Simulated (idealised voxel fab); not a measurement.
Module name: voxel self aligned contacts (process module)
The cross-section on display is named cut; it measures 245 nm wide, and its cells are 5 nm squares.
The cross-sections in this document take the form of a grid made of square cells. They are written out as bands, in order from top to bottom. Each band consists of one or more rows of cells.
In this notation a band is specified by the heights of its top and bottom, in that order and in nm, after which its materials appear from left to right, each paired with its width in nm. The word "all across" attached to a single material means that material fills the band from edge to edge; the word "air" stands for empty space.
Heights from 0 (as-received wafer is one material below). Bottom band endless downward, as "0 -> down".
With a width like "30->40", each row of cells in the band differs from the next by the same amount, the top row carrying the first number and the bottom row the second.
The designation "nothing got changed", where it is given for a processing step, indicates that no cell of the cross-section was altered in the course of that step.
"Sealed voids" enumerates empty spaces isolated from the top, with no open way to it, that contain at least 8 cells, giving each as width x height at distance from the left edge, all three in nm.
Step line, after settings: the simulator's comment on this step.
You can add "overlay nm" to a step's line. For a step with a mask, it describes how far the mask lay to the right of its planned position, and a negative number describes a lay to the left.

Process steps (planned)
| 1 | RECEIVE, material Si |
| 2 | OXIDIZE, depth nm 5 |
| 3 | DIRECTIONAL_DEP, material polySi, thk nm 30 |
| 4 | DIRECTIONAL_DEP, material SiN, thk nm 25 |
| 5 | DIRECTIONAL_DEP, material aC, thk nm 10 |
| 6 | PATTERN, tone cover, mask id GATE, material resist, width nm 25, pitch nm 65, thk nm 25, overlay nm 0 |
| 7 | DIRECTIONAL_ETCH, etch materials aC, depth nm 10 |
| 8 | STRIP, etch materials resist |
| 9 | DIRECTIONAL_ETCH, etch materials SiN, depth nm 25 |
| 10 | DIRECTIONAL_ETCH, etch materials polySi, depth nm 30 |
| 11 | STRIP, etch materials aC |
| 12 | CONFORMAL_DEP, material SiN, thk nm 10 |
| 13 | DIRECTIONAL_ETCH, etch materials SiN, depth nm 10 |
| 14 | FILL_DEP, material SiO2, thk nm 20 |
| 15 | CMP, height nm 65 |
| 16 | PATTERN, tone open, mask id CONTACT, material resist, width nm 50, thk nm 15, overlay nm 0 |
| 17 | DIRECTIONAL_ETCH, etch materials SiO2, depth nm 70 |
| 18 | STRIP, etch materials resist |
| 19 | CONFORMAL_DEP, material TiN, thk nm 5 |
| 20 | FILL_DEP, material W, thk nm 5 |
| 21 | CMP, height nm 65 |
| 22 | CONFORMAL_DEP, material SiN, thk nm 5 |

Wafer as received: cross-section following step 1
	0 -> down  Si all across
	Sealed voids: none

Module complete - cross-section of the first of two wafers, run according to plan
	70 -> 65  SiN all across
	65 -> 55  SiO2 (95), TiN (5->20), W (40->10), TiN (5->20), SiO2 (100)
	55 -> 30  SiO2 (65), SiN (45), TiN (5), W (10), TiN (5), SiN (45), SiO2 (70)
	30 -> 0  SiO2 (65), SiN (10), polySi (25), SiN (10), TiN (5), W (10), TiN (5), SiN (10), polySi (25), SiN (10), SiO2 (70)
	0 -> -5  SiO2 (110), TiN (20), SiO2 (115)
	-5 -> down  Si all across
	Sealed voids: none

Second wafer cross-section at end of module - shared start and plan with the first, one mistake in the run
	70 -> 65  SiN all across
	65 -> 55  SiO2 (95), TiN (5->20), W (40->10), TiN (5->20), SiO2 (100)
	55 -> 30  SiO2 (65), SiN (45), TiN (5), W (10), TiN (5), SiN (45), SiO2 (70)
	30 -> 15  SiO2 (65), SiN (10), polySi (25), SiN (10), TiN (5), W (10), TiN (5), SiN (10), polySi (25), SiN (10), SiO2 (70)
	15 -> 10  SiO2 (65), SiN (10), polySi (25), SiN (10), TiN (20), SiN (10), polySi (25), SiN (10), SiO2 (70)
	10 -> 0  SiN (75), polySi (25), SiN (40), polySi (25), SiN (80)
	0 -> -5  SiO2 all across
	-5 -> down  Si all across
	Sealed voids: none
Finding, execution versus plan: the processing plan was not followed for steps 12 and 13, which were run with their positions exchanged
End of process, cell counts, second wafer against first, materials with more or fewer: SiN: 62 more; SiO2: 50 fewer; TiN: 6 fewer; W: 6 fewer
